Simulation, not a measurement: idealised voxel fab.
Proc. module: voxel capacitor over wiring
Section cut is 240 nm wide and gridded with 5 nm square cells.
This document writes a cross-section as a grid whose cells are square, and gives it as bands, listed from the top down; one or more rows of cells form a band. Quick guide to a band line: top height, bottom height (nm) up front; then every material left to right with its width in nm. Only one material and it's marked "all across"? Then it fills the band edge to edge. And "air" just means empty space. Counting heights begins at 0, where everything beneath is, in the wafer as received, one material. The lowest band has no bottom; it goes on downwards, as "top 0, no bottom" shows. Width "30..40": first value at the band's top row of cells, second value at its bottom row, equal change from row to row. Any step labelled "no change" changed none of the cells in the cross-section. In "Closed void register" the enclosed voids are listed, meaning empty spaces of 8 cells or larger without any opening to the top. The form is width x height at distance, distance from the left edge, units nm. If you see something after the settings on a step's line, that's the simulator's own remark about that step. overlay nm: how far to the right of its planned place the mask lay on this masked step (negative: to the left).
# This section lists the process steps that were planned
step 1: RECEIVE | material Si
step 2: CONFORMAL_DEP | material SiO2 | thk nm 15
step 3: DIRECTIONAL_DEP | material TiN | thk nm 5
step 4: DIRECTIONAL_DEP | material W | thk nm 15
step 5: MASKED_ETCH | tone cover | mask id METAL_1 | width nm 30 | pitch nm 90 | etch materials W | depth nm 15 | overlay nm 0
step 6: MASKED_ETCH | tone cover | mask id METAL_1 | width nm 30 | pitch nm 90 | etch materials TiN | depth nm 5 | overlay nm 0
step 7: FILL_DEP | material SiO2 | thk nm 5
step 8: CMP | height nm 35
step 9: CONFORMAL_DEP | material SiCN | thk nm 5
step 10: DIRECTIONAL_DEP | material SiO2 | thk nm 20
step 11: DIRECTIONAL_DEP | material aC | thk nm 10
step 12: PATTERN | tone open | mask id PLUG_1 | material resist | width nm 15 | thk nm 30 | overlay nm 0
step 13: DIRECTIONAL_ETCH | etch materials aC | depth nm 10
step 14: STRIP | etch materials resist
step 15: DIRECTIONAL_ETCH | etch materials SiO2 | depth nm 20
step 16: DIRECTIONAL_ETCH | etch materials SiCN | depth nm 5
step 17: STRIP | etch materials aC
step 18: EPI | material Ru | thk nm 10
step 19: EPI | material Ru | thk nm 10
step 20: EPI | material Ru | thk nm 5
step 21: DIRECTIONAL_DEP | material TiN | thk nm 5
step 22: DIRECTIONAL_DEP | material SiN | thk nm 5
step 23: DIRECTIONAL_DEP | material TiN | thk nm 5
step 24: MASKED_ETCH | tone cover | mask id UPPER_PLATE | width nm 65 | etch materials TiN | depth nm 5 | overlay nm 0
step 25: MASKED_ETCH | tone cover | mask id UPPER_PLATE | width nm 65 | etch materials SiN | depth nm 5 | overlay nm 0
step 26: MASKED_ETCH | tone cover | mask id LOWER_PLATE | width nm 75 | etch materials TiN | depth nm 5 | overlay nm 0
step 27: FILL_DEP | material SiO2 | thk nm 20
step 28: CMP | height nm 90
step 29: DIRECTIONAL_DEP | material aC | thk nm 10
step 30: PATTERN | tone open | mask id PLUG_2 | material resist | width nm 15 | thk nm 30 | overlay nm 0
step 31: DIRECTIONAL_ETCH | etch materials aC | depth nm 10
step 32: STRIP | etch materials resist
step 33: DIRECTIONAL_ETCH | etch materials SiO2 | depth nm 15
step 34: STRIP | etch materials aC
step 35: CONFORMAL_DEP | material TiN | thk nm 5
step 36: FILL_DEP | material W | thk nm 5
step 37: CMP | height nm 90
step 38: CONFORMAL_DEP | material SiCN | thk nm 5
# Wafer at receipt (post step 1), cross-section
* top 0, no bottom = Si all across
* Closed void register: none
# End state of the module in cross-section, given the above starting point and plan and one mistake in execution
* top 95, bottom 90 = SiCN all across
* top 90, bottom 80 = SiO2 (85)  TiN (5)  W (5)  TiN (5)  SiO2 (140)
* top 80, bottom 75 = SiO2 (85)  TiN (15)  SiO2 (140)
* top 75, bottom 70 = SiO2 (75)  TiN (15)  SiO2 (35)  TiN (15)  SiO2 (100)
* top 70, bottom 65 = SiO2 (75)  SiN (15)  SiO2 (35)  SiN (15)  SiO2 (100)
* top 65, bottom 60 = SiO2 (70)  TiN (20)  SiO2 (35)  TiN (20)  SiO2 (95)
* top 60, bottom 50 = SiO2 (35)  Ru (40)  SiO2 (50)  Ru (80)  SiO2 (35)
* top 50, bottom 45 = SiO2 (35)  Ru (40)  SiO2 (15)  TiN (35)  Ru (80)  SiO2 (35)
* top 45, bottom 40 = SiO2 (35)  Ru (40)  SiO2 (15)  SiN (35)  Ru (80)  SiO2 (35)
* top 40, bottom 35 = SiO2 (35)  Ru (40)  SiCN (15)  TiN (35)  Ru (80)  SiO2 (35)
* top 35, bottom 20 = SiO2 (60)  W (30)  SiO2 (60)  W (30)  SiO2 (60)
* top 20, bottom 15 = SiO2 (60)  TiN (30)  SiO2 (60)  TiN (30)  SiO2 (60)
* top 15, bottom 0 = SiO2 all across
* top 0, no bottom = Si all across
* Closed void register: none
Deviation from plan: step 12, actual vs plan mismatch, actual run PATTERN | tone cover | mask id PLUG_1 | material resist | width nm 15 | thk nm 30 | overlay nm 0
